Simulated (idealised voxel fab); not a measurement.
A process module follows: voxel gate over fins.
Pictured: cross-section cut, 220 nm wide, on a grid of 5 nm square cells.
When this document writes out a cross-section, it uses a grid of square cells and lists it as bands, beginning at the top and moving down, with a band standing for one or more rows of cells. What a band's entry tells you: where the top is and where the bottom is, as heights in nm, and after that what lies inside, material by material from left to right, each with its width in nm. Empty space is written as the word "blank", and a single material marked with the word "throughout" occupies the band from edge to edge. Height datum 0, below which the as-received substrate wafer is one material. Lowest band open at the bottom, running downward: "from 0 down". Graded width ("30..40"): value in top row of band = first number; value in bottom row = second number; row-to-row change constant. For the purposes of this document, the phrase "no alteration" attached to a step denotes that no cell within the cross-section was modified by that step. Closed-off voids of 8+ cells (no open route to the top) go in "Closed-off voids", written width x height at distance from the left edge, in nm. If you see something after the settings on a step's line, that's the simulator's own remark about that step. overlay nm, on a step with a mask: how far to the right of its planned place the mask lay; to the left if negative.
Planned process steps:
1. RECEIVE with material Si
2. CONFORMAL_DEP with material SiN, thk nm 10
3. DIRECTIONAL_DEP with material aC, thk nm 15
4. PATTERN with tone cover, mask id FINS, material resist, width nm 15, pitch nm 40, thk nm 35, overlay nm 0
5. DIRECTIONAL_ETCH with etch materials aC, depth nm 15
6. STRIP with etch materials resist
7. DIRECTIONAL_ETCH with etch materials SiN, depth nm 10
8. DIRECTIONAL_ETCH with etch materials Si, depth nm 40
9. STRIP with etch materials aC
10. OXIDIZE with depth nm 5
11. FILL_DEP with material SiO2, thk nm 5
12. CMP with height nm 10
13. SELECTIVE_ETCH with etch materials SiO2, depth nm 25
14. STRIP with etch materials SiN
15. CONFORMAL_DEP with material HfO2, thk nm 5
16. CONFORMAL_DEP with material TiN, thk nm 5
17. CONFORMAL_DEP with material TiAl, thk nm 5
18. CONFORMAL_DEP with material TiN, thk nm 5
19. FILL_DEP with material W, thk nm 15
20. CMP with height nm 30
21. CONFORMAL_DEP with material SiCN, thk nm 5
Shown in cross-section is the wafer as received, that is, as it stands after step 1:
from 0 down = Si throughout
Closed-off voids: none
Cross-section at module end, one run error; start and plan unchanged from above:
from 35 to 30 = SiCN throughout
from 30 to 15 = W throughout
from 15 to 10 = 30 W  35 TiN  5 W  35 TiN  5 W  35 TiN  5 W  35 TiN  35 W
from 10 to 5 = 30 W  5 TiN  25 TiAl  5 TiN  5 W  5 TiN  25 TiAl  5 TiN  5 W  5 TiN  25 TiAl  5 TiN  5 W  5 TiN  25 TiAl  5 TiN  35 W
from 5 to 0 = 30 W  5 TiN  5 TiAl  15 HfO2  5 TiAl  5 TiN  5 W  5 TiN  5 TiAl  15 HfO2  5 TiAl  5 TiN  5 W  5 TiN  5 TiAl  15 HfO2  5 TiAl  5 TiN  5 W  5 TiN  5 TiAl  15 HfO2  5 TiAl  5 TiN  35 W
from 0 to -5 = 35 TiN  5 TiAl  5 HfO2  5 Si  5 HfO2  5 TiAl  15 TiN  5 TiAl  5 HfO2  5 Si  5 HfO2  5 TiAl  15 TiN  5 TiAl  5 HfO2  5 Si  5 HfO2  5 TiAl  15 TiN  5 TiAl  5 HfO2  5 Si  5 HfO2  5 TiAl  40 TiN
from -5 to -10 = 40 TiAl  5 HfO2  5 Si  5 HfO2  25 TiAl  5 HfO2  5 Si  5 HfO2  25 TiAl  5 HfO2  5 Si  5 HfO2  25 TiAl  5 HfO2  5 Si  5 HfO2  45 TiAl
from -10 to -15 = 45 HfO2  5 Si  35 HfO2  5 Si  35 HfO2  5 Si  35 HfO2  5 Si  50 HfO2
from -15 to -45 = 45 SiO2  5 Si  35 SiO2  5 Si  35 SiO2  5 Si  35 SiO2  5 Si  50 SiO2
from -45 down = Si throughout
Closed-off voids: none
So what did we get wrong on this run? step 16 of the plan was jumped over and never run
